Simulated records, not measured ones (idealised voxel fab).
process module | voxel wiring stack
cross-section cut | 280 nm wide | cells 5 nm
A cross-section is a grid of square cells, given in bands from the top down. A band is one or more rows of cells.
Each band's line starts with the height of the band's top and of its bottom, in nm. Then come its materials from left to right, each with its width in nm. One material with "throughout" fills the band from edge to edge. "air" is empty space.
Height 0 is the level under which the wafer as received is all one material. The lowest band goes on downwards, as in "0 down".
A width such as "30 to 40" changes by the same amount from each row of cells to the next, from the band's top row to its bottom row.
"no change" after a step means that no cell of the cross-section changed.
closed voids: empty space of 8 cells or more with no open way to the top, each as width x height at its distance from the left edge, in nm
after a step's settings: what the simulator itself notes on the step
overlay nm, on a step with a mask: how far to the right of its planned place the mask lay; to the left if negative
plan
1 op RECEIVE | material Si
2 op CONFORMAL_DEP | material SiO2 | thk nm 15
3 op CONFORMAL_DEP | material SiN | thk nm 5
4 op DIRECTIONAL_DEP | material lowk | thk nm 15
5 op DIRECTIONAL_DEP | material aC | thk nm 15
6 op PATTERN | tone open | mask id METAL_1 | material resist | width nm 25 | pitch nm 55 | thk nm 35 | overlay nm 0
7 op DIRECTIONAL_ETCH | etch materials aC | depth nm 15
8 op STRIP | etch materials resist
9 op DIRECTIONAL_ETCH | etch materials lowk | depth nm 15
10 op DIRECTIONAL_ETCH | etch materials SiN | depth nm 5
11 op STRIP | etch materials aC
12 op CONFORMAL_DEP | material TiN | thk nm 5
13 op FILL_DEP | material Cu | thk nm 10
14 op CMP | height nm 35
15 op EPI | material Ru | thk nm 5
16 op FILL_DEP | material SiCN | thk nm 5
17 op DIRECTIONAL_DEP | material SiO2 | thk nm 25
18 op MASKED_ETCH | tone open | mask id METAL_2 | width nm 25 | pitch nm 55 | etch materials SiO2 | depth nm 15 | overlay nm 0
19 op PATTERN | tone open | mask id METAL_2_HOLES | material resist | width nm 15 | thk nm 20 | overlay nm -15
20 op DIRECTIONAL_ETCH | etch materials SiO2 | depth nm 10
21 op DIRECTIONAL_ETCH | etch materials SiCN | depth nm 5
22 op STRIP | etch materials resist
23 op CONFORMAL_DEP | material TiN | thk nm 5
24 op FILL_DEP | material Cu | thk nm 5
25 op CMP | height nm 70
26 op CONFORMAL_DEP | material SiCN | thk nm 5
27 op DIRECTIONAL_DEP | material SiO2 | thk nm 30
28 op PATTERN | tone open | mask id METAL_3 | material resist | width nm 25 | pitch nm 55 | thk nm 15 | overlay nm 0
29 op DIRECTIONAL_ETCH | etch materials SiO2 | depth nm 15
30 op STRIP | etch materials resist
31 op PATTERN | tone open | mask id METAL_3_HOLES | material resist | width nm 15 | pitch nm 55 | thk nm 15 | overlay nm 0
32 op DIRECTIONAL_ETCH | etch materials SiO2 | depth nm 15
33 op DIRECTIONAL_ETCH | etch materials SiCN | depth nm 5
34 op STRIP | etch materials resist
35 op CONFORMAL_DEP | material TiN | thk nm 5
36 op FILL_DEP | material Ru | thk nm 10
37 op CMP | height nm 105
38 op CONFORMAL_DEP | material SiCN | thk nm 5
varied across the wafers: overlay nm of step 19. The plan shows the first wafer's value. All wafers start alike
first wafer as received, after step 1
  0 down: Si throughout
  closed voids: none
each wafer at the end: cells of each material gained (+) or lost (-) since it was received, then its closed voids
overlay nm -15 | +33 Cu | +34 Ru | +204 SiCN | +46 SiN | +700 SiO2 | +77 TiN | +138 lowk | closed voids: none
overlay nm -10 | +32 Cu | +34 Ru | +203 SiCN | +46 SiN | +700 SiO2 | +79 TiN | +138 lowk | closed voids: none
overlay nm -5 | +31 Cu | +34 Ru | +202 SiCN | +46 SiN | +700 SiO2 | +81 TiN | +138 lowk | closed voids: none
overlay nm 0 | +33 Cu | +34 Ru | +201 SiCN | +46 SiN | +700 SiO2 | +80 TiN | +138 lowk | closed voids: none
overlay nm 5 | +33 Cu | +34 Ru | +201 SiCN | +46 SiN | +700 SiO2 | +80 TiN | +138 lowk | closed voids: none
overlay nm 10 | +33 Cu | +34 Ru | +201 SiCN | +46 SiN | +700 SiO2 | +80 TiN | +138 lowk | closed voids: none
overlay nm 15 | +31 Cu | +34 Ru | +202 SiCN | +46 SiN | +700 SiO2 | +81 TiN | +138 lowk | closed voids: none
